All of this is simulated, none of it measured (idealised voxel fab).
You're looking at the process module voxel double patterning.
Section cut is 160 nm wide and gridded with 5 nm square cells.
For the purposes of this document, a cross-section shall be understood as a grid of square cells, specified as bands listed in top-to-bottom order, each band consisting of one or more rows of cells. Heads up on the band format: heights come first, top then bottom, in nm. After that it's the materials left to right, each with its width in nm. A single material flagged "all across" fills the whole band edge to edge, and "blank" means there's empty space there. Convention: height 0 is the level below which the wafer, as received, is all one material. The lowest band does not terminate at the bottom but continues downward, represented as "0 down". It should be noted that a width expressed as "30..40" varies in equal increments from row to row of cells within the band, taking the value of the first number at the top row and that of the second number at the bottom row. Take "left unchanged" at face value: in the step it is given for, the cross-section changed in none of its cells. This entry, "Sealed void list", enumerates those empty regions of no fewer than 8 cells that possess no open connection to the top. Each region is reported in the form width x height at distance, the distance being taken from the left edge, with all three quantities expressed in nm. Whatever follows a step's settings on its line is a remark the simulator itself makes about that step. overlay nm: mask offset rightward from planned place, masked step; negative means leftward offset.
THE PROCESS STEPS THAT WERE PLANNED ARE LISTED BELOW
1. RECEIVE: material Si
2. CONFORMAL_DEP: material SiO2, thk nm 10
3. DIRECTIONAL_DEP: material W, thk nm 10
4. DIRECTIONAL_DEP: material SiN, thk nm 5
5. DIRECTIONAL_DEP: material aC, thk nm 15
6. PATTERN: tone open, mask id FIRST, material resist, width nm 15, pitch nm 50, thk nm 35, overlay nm 0
7. DIRECTIONAL_ETCH: etch materials aC, depth nm 15
8. STRIP: etch materials resist
9. DIRECTIONAL_ETCH: etch materials SiN, depth nm 5
10. STRIP: etch materials aC
11. DIRECTIONAL_DEP: material aC, thk nm 10
12. PATTERN: tone open, mask id SECOND, material resist, width nm 15, thk nm 30, overlay nm 0
13. DIRECTIONAL_ETCH: etch materials aC, depth nm 10
14. STRIP: etch materials resist
15. DIRECTIONAL_ETCH: etch materials SiN, depth nm 5
16. STRIP: etch materials aC
17. DIRECTIONAL_ETCH: etch materials W, depth nm 10
18. STRIP: etch materials SiN
HERE'S WHAT THE WAFER LOOKED LIKE IN CROSS-SECTION WHEN IT ARRIVED - THAT'S AFTER STEP 1
- 0 down: Si all across
- Sealed void list: none
FINAL CROSS-SECTION, MODULE RUN WITH ONE MISTAKE (START AND PLAN AS ABOVE)
- 20 to 10: 45 of W / 15 of blank / 5 of W / 25 of blank / 5 of W / 15 of blank / 50 of W
- 10 to 0: SiO2 all across
- 0 down: Si all across
- Sealed void list: none
Diagnosis: step 12, actual vs plan mismatch, actual run PATTERN: tone open, mask id SECOND, material resist, width nm 25, thk nm 30, overlay nm 0
